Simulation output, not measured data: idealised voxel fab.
Process module in this document: voxel self aligned vias
For reference, the cross-section in this document is cut, with width 270 nm and square cells of 5 nm.
Think of the cross-section as a grid of square cells. We describe it in bands, top to bottom, and each band covers one or more rows of those cells.
Each band's line starts with the height of the band's top and of its bottom, in nm. Then come its materials from left to right, each with its width in nm. One material with "all across" fills the band from edge to edge. "empty" is empty space.
Beneath 0, the wafer as received is one material, and that level is where height counting begins. The lowest band goes on downward without a bottom; it is written like "0 -> down".
Note: "30..40" means the width goes from the first number (top row of the band) to the second number (bottom row) in equal steps per row of cells.
Where the words "left unchanged" appear for a step, the cross-section shows no cell changed by that step; every cell remained as before.
"Unvented voids" contains a list of empty spaces, each no smaller than 8 cells and without an open way to the top, written in the form width x height at distance with the distance from the left edge and all three in nm.
Note: text after step settings on the step line = simulator remark on that step.
"overlay nm", when on a step's line for a step with a mask, measures how far to the right of its planned place the mask lay; a negative measure means to the left.

Set out below are the planned steps of the process
1. RECEIVE with material Si
2. CONFORMAL_DEP with material SiO2, thk nm 15
3. CONFORMAL_DEP with material SiCN, thk nm 5
4. DIRECTIONAL_DEP with material SiO2, thk nm 30
5. PATTERN with tone open, mask id LINES, material resist, width nm 25, pitch nm 50, thk nm 15, overlay nm 0
6. DIRECTIONAL_ETCH with etch materials SiO2, depth nm 30
7. STRIP with etch materials resist
8. CONFORMAL_DEP with material TiN, thk nm 5
9. FILL_DEP with material Ru, thk nm 10
10. CMP with height nm 50
11. SELECTIVE_ETCH with etch materials W Ru TiN, depth nm 5
12. FILL_DEP with material SiN, thk nm 5
13. CMP with height nm 50
14. DIRECTIONAL_DEP with material SiO2, thk nm 20
15. MASKED_ETCH with tone open, mask id VIAS, width nm 25, pitch nm 100, etch materials SiO2, depth nm 20, overlay nm 0
16. MASKED_ETCH with tone open, mask id VIAS, width nm 35, pitch nm 100, etch materials SiN, depth nm 5, overlay nm 0
17. CONFORMAL_DEP with material TiN, thk nm 5
18. FILL_DEP with material Cu, thk nm 5
19. CMP with height nm 70
20. CONFORMAL_DEP with material SiN, thk nm 5
Keep in mind the plan's value for the width nm of step 15 comes from the first wafer; the wafers don't share that setting, but they do share the same starting point.

Cross-sectional view of the first of several wafers in the as-received condition, corresponding to the state following step 1
* 0 -> down = Si all across
* Unvented voids: none

Quick key for the table: a row per wafer, taken at the end of the module. For each material it tells you how many cells the wafer gained (+) or lost (-) since it came in, and the closed voids come after
width nm 25, +24 Cu, +36 Ru, +54 SiCN, +59 SiN, +572 SiO2, +65 TiN, Unvented voids: none
width nm 30, +30 Cu, +36 Ru, +54 SiCN, +59 SiN, +564 SiO2, +67 TiN, Unvented voids: none
width nm 35, +36 Cu, +36 Ru, +54 SiCN, +59 SiN, +556 SiO2, +69 TiN, Unvented voids: none
width nm 40, +42 Cu, +36 Ru, +54 SiCN, +59 SiN, +548 SiO2, +71 TiN, Unvented voids: none
width nm 45, +48 Cu, +36 Ru, +54 SiCN, +59 SiN, +540 SiO2, +73 TiN, Unvented voids: none
width nm 50, +54 Cu, +36 Ru, +54 SiCN, +59 SiN, +532 SiO2, +75 TiN, Unvented voids: none
